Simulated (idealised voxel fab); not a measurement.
Title: Process Module voxel lift off
Cross-section cut: width 210 nm, square cells of 5 nm.
Cross-section, as written here: a square-cell grid given band by band from the top down, where a band holds one or more rows of cells.
Band entry format. Leading values: height of top, height of bottom, nm. Remainder: materials in left-to-right order, each with its width in nm. Special words: "all across" on a single material, which then fills the band edge to edge; "blank", empty space.
Convention: height 0 is the level below which the wafer, as received, is all one material. The lowest band does not terminate at the bottom but continues downward, represented as "top 0, no bottom".
Width spec "30..40" -> top row of cells at first value, bottom row at second value, equal per-row change in between.
You'll sometimes find "left unchanged" written for a step, and that's the way of saying that nowhere in the cross-section did a cell change during that step.
"Enclosed void entries" contains a list of empty spaces, each no smaller than 8 cells and without an open way to the top, written in the form width x height at distance with the distance from the left edge and all three in nm.
That trailing text on a step's line, after the settings, is the simulator's own remark on the step.
"overlay nm" denotes, for a step that has a mask, the displacement of the mask to the right of its planned place, with negative values corresponding to the left.

This section lists the process steps that were planned:
1 RECEIVE [material Si]
2 CONFORMAL_DEP [material SiO2] [thk nm 10]
3 PATTERN [tone open] [mask id LINES] [material resist] [width nm 20] [pitch nm 35] [thk nm 20] [overlay nm 0]
4 DIRECTIONAL_DEP [material Ru] [thk nm 10]
5 STRIP [etch materials resist]
6 CONFORMAL_DEP [material SiN] [thk nm 5]
What sets these wafers apart? The thk nm at step 6. They all start alike, and the plan carries the first wafer's value.

The first of several wafers as received, shown in cross-section; this is its state after step 1:
    top 0, no bottom | Si all across
    Enclosed void entries: none

Module end state after final step 6: cross-section of the first of several wafers:
    top 25, bottom 20 | blank=70, then SiN=30, then blank=5, then SiN=30, then blank=75
    top 20, bottom 15 | blank=70, then SiN=5, then Ru=20, then SiN=5, then blank=5, then SiN=5, then Ru=20, then SiN=5, then blank=75
    top 15, bottom 10 | SiN=75, then Ru=20, then SiN=15, then Ru=20, then SiN=80
    top 10, bottom 0 | SiO2 all across
    top 0, no bottom | Si all across
    Enclosed void entries: none

End of module, last wafer sectioned:
    top 40, bottom 30 | blank=55, then SiN=95, then blank=60
    top 30, bottom 20 | SiN all across
    top 20, bottom 10 | SiN=75, then Ru=20, then SiN=15, then Ru=20, then SiN=80
    top 10, bottom 0 | SiO2 all across
    top 0, no bottom | Si all across
    Enclosed void entries: none

Below: a row per wafer. Contents at end of module: for every material, cells gained since receipt (+) or lost since receipt (-); then closed voids:
thk nm 5; +16 Ru; +50 SiN; +84 SiO2; Enclosed void entries: none
thk nm 10; +16 Ru; +98 SiN; +84 SiO2; Enclosed void entries: none
thk nm 15; +16 Ru; +144 SiN; +84 SiO2; Enclosed void entries: none
thk nm 20; +16 Ru; +190 SiN; +84 SiO2; Enclosed void entries: none
